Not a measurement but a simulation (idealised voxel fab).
Presented below is a process module, voxel transistor to metal.
The cross-section shown here is cut; it is 170 nm wide and divided into square cells measuring 5 nm on a side.
Cross-section = grid of square cells, listed top down in bands; band = one or more rows. Band entry format. Leading values: height of top, height of bottom, nm. Remainder: materials in left-to-right order, each with its width in nm. Special words: "full width" on a single material, which then fills the band edge to edge; "empty", empty space. Where do heights start? At 0: under that level the wafer as delivered is made of one material only. And the lowest band has no floor; it just carries on downward, as in "z 0 and below". With a width like "30..40", each row of cells in the band differs from the next by the same amount, the top row carrying the first number and the bottom row the second. The designation "same as before", where it is given for a processing step, indicates that no cell of the cross-section was altered in the course of that step. "Closed void roster" - sealed voids, min. 8 cells, no opening to top; format: width x height at distance (distance from left edge; nm throughout). If you see something after the settings on a step's line, that's the simulator's own remark about that step. The line of a step may include "overlay nm". On a step with a mask, this value is how far to the right of its planned place the mask lay. A negative value means the mask lay to the left.

The steps planned for the process are as follows:
step 1: op RECEIVE | material Si
step 2: op OXIDIZE | depth nm 5
step 3: op CONFORMAL_DEP | material SiN | thk nm 15
step 4: op PATTERN | tone cover | mask id ACTIVE | material resist | width nm 110 | thk nm 15 | overlay nm 0
step 5: op DIRECTIONAL_ETCH | etch materials SiN | depth nm 15
step 6: op DIRECTIONAL_ETCH | etch materials SiO2 | depth nm 5
step 7: op DIRECTIONAL_ETCH | etch materials Si | depth nm 25
step 8: op STRIP | etch materials resist
step 9: op FILL_DEP | material SiO2 | thk nm 15
step 10: op CMP | height nm 15
step 11: op SELECTIVE_ETCH | etch materials SiO2 | depth nm 10
step 12: op STRIP | etch materials SiN
step 13: op SELECTIVE_ETCH | etch materials SiO2 | depth nm 5
step 14: op OXIDIZE | depth nm 5
step 15: op DIRECTIONAL_DEP | material polySi | thk nm 30
step 16: op DIRECTIONAL_DEP | material SiCN | thk nm 10
step 17: op MASKED_ETCH | tone cover | mask id GATE | width nm 20 | etch materials SiCN | depth nm 20 | overlay nm 0
step 18: op MASKED_ETCH | tone cover | mask id GATE | width nm 20 | etch materials polySi | depth nm 40 | overlay nm 0
step 19: op CONFORMAL_DEP | material SiO2 | thk nm 5
step 20: op DIRECTIONAL_ETCH | etch materials SiO2 | depth nm 5
step 21: op CONFORMAL_DEP | material SiN | thk nm 5
step 22: op DIRECTIONAL_ETCH | etch materials SiN | depth nm 5
step 23: op DIRECTIONAL_ETCH | etch materials SiO2 | depth nm 5
step 24: op DIRECTIONAL_ETCH | etch materials Si | depth nm 15
step 25: op EPI | material nSi | thk nm 20
step 26: op FILL_DEP | material SiO2 | thk nm 5
step 27: op CMP | height nm 35
step 28: op DIRECTIONAL_DEP | material SiO2 | thk nm 15
step 29: op PATTERN | tone open | mask id CONTACT | material resist | width nm 30 | pitch nm 60 | thk nm 15 | overlay nm 0
step 30: op DIRECTIONAL_ETCH | etch materials SiO2 | depth nm 40
step 31: op STRIP | etch materials resist
step 32: op CONFORMAL_DEP | material TiN | thk nm 5
step 33: op FILL_DEP | material W | thk nm 10
step 34: op CMP | height nm 50
step 35: op DIRECTIONAL_DEP | material TiN | thk nm 5
step 36: op DIRECTIONAL_DEP | material W | thk nm 15
step 37: op PATTERN | tone cover | mask id METAL_1 | material resist | width nm 20 | pitch nm 70 | thk nm 15 | overlay nm 0
step 38: op DIRECTIONAL_ETCH | etch materials W | depth nm 15
step 39: op DIRECTIONAL_ETCH | etch materials TiN | depth nm 5
step 40: op STRIP | etch materials resist
step 41: op CONFORMAL_DEP | material SiN | thk nm 5
step 42: op FILL_DEP | material lowk | thk nm 10
step 43: op CMP | height nm 70
step 44: op CONFORMAL_DEP | material SiCN | thk nm 5
step 45: op DIRECTIONAL_DEP | material lowk | thk nm 25
step 46: op DIRECTIONAL_DEP | material aC | thk nm 10
step 47: op PATTERN | tone open | mask id METAL_2_HOLES | material resist | width nm 15 | pitch nm 70 | thk nm 25 | overlay nm 0
step 48: op DIRECTIONAL_ETCH | etch materials aC | depth nm 10
step 49: op STRIP | etch materials resist
step 50: op DIRECTIONAL_ETCH | etch materials lowk | depth nm 25
step 51: op STRIP | etch materials aC
step 52: op MASKED_ETCH | tone open | mask id METAL_2 | width nm 20 | pitch nm 70 | etch materials lowk | depth nm 15 | overlay nm 0
step 53: op MASKED_ETCH | tone open | mask id METAL_2 | width nm 20 | pitch nm 70 | etch materials SiCN | depth nm 5 | overlay nm 0
step 54: op CONFORMAL_DEP | material TiN | thk nm 5
step 55: op FILL_DEP | material Cu | thk nm 10
step 56: op CMP | height nm 100
step 57: op CONFORMAL_DEP | material SiCN | thk nm 5

Wafer cross-section on receipt, i.e. after step 1:
> z 0 and below  Si full width
> Closed void roster: none

Cross-sectional result after module completion. Note: starting condition and plan are unchanged from above; one processing mistake was made:
> z 105 to 100  SiCN full width
> z 100 to 90  lowk 40 nm | TiN 5 nm | Cu 10 nm | TiN 5 nm | lowk 50 nm | TiN 5 nm | Cu 10 nm | TiN 5 nm | lowk 40 nm
> z 90 to 85  lowk 40 nm | TiN 5 nm | Cu 5 nm | TiN 10 nm | lowk 50 nm | TiN 5 nm | Cu 5 nm | TiN 10 nm | lowk 40 nm
> z 85 to 75  lowk 40 nm | TiN 5 nm | Cu 5 nm | TiN 5 nm | lowk 55 nm | TiN 5 nm | Cu 5 nm | TiN 5 nm | lowk 45 nm
> z 75 to 70  SiCN 40 nm | TiN 15 nm | SiCN 55 nm | TiN 15 nm | SiCN 45 nm
> z 70 to 55  lowk 35 nm | SiN 5 nm | W 20 nm | SiN 5 nm | lowk 40 nm | SiN 5 nm | W 20 nm | SiN 5 nm | lowk 35 nm
> z 55 to 50  SiN 40 nm | TiN 20 nm | SiN 50 nm | TiN 20 nm | SiN 40 nm
> z 50 to 40  SiO2 40 nm | TiN 5 nm | W 20 nm | TiN 5 nm | SiO2 30 nm | TiN 5 nm | W 20 nm | TiN 5 nm | SiO2 40 nm
> z 40 to 35  SiO2 40 nm | TiN 5 nm | W 15 nm | TiN 10 nm | SiO2 30 nm | TiN 10 nm | W 15 nm | TiN 5 nm | SiO2 40 nm
> z 35 to 30  SiO2 40 nm | TiN 5 nm | W 15 nm | TiN 5 nm | SiN 5 nm | SiO2 5 nm | SiCN 20 nm | SiO2 5 nm | SiN 5 nm | TiN 5 nm | W 15 nm | TiN 5 nm | SiO2 40 nm
> z 30 to 25  SiO2 40 nm | TiN 25 nm | SiN 5 nm | SiO2 5 nm | SiCN 20 nm | SiO2 5 nm | SiN 5 nm | TiN 25 nm | SiO2 40 nm
> z 25 to 10  SiO2 65 nm | SiN 5 nm | SiO2 5 nm | polySi 20 nm | SiO2 5 nm | SiN 5 nm | SiO2 65 nm
> z 10 to 0  SiO2 25 nm | nSi 40 nm | SiN 5 nm | SiO2 5 nm | polySi 20 nm | SiO2 5 nm | SiN 5 nm | nSi 40 nm | SiO2 25 nm
> z 0 to -5  SiO2 25 nm | nSi 5 nm | SiN 5 nm | nSi 30 nm | SiN 5 nm | SiO2 5 nm | polySi 20 nm | SiO2 5 nm | SiN 5 nm | nSi 30 nm | SiN 5 nm | nSi 5 nm | SiO2 25 nm
> z -5 to -10  SiO2 35 nm | nSi 30 nm | SiO2 40 nm | nSi 30 nm | SiO2 35 nm
> z -10 to -25  SiO2 30 nm | Si 5 nm | nSi 30 nm | Si 40 nm | nSi 30 nm | Si 5 nm | SiO2 30 nm
> z -25 to -30  SiO2 30 nm | Si 110 nm | SiO2 30 nm
> z -30 and below  Si full width
> Closed void roster: none
Misprocessing identified: heads up, step 28 of the plan got done twice
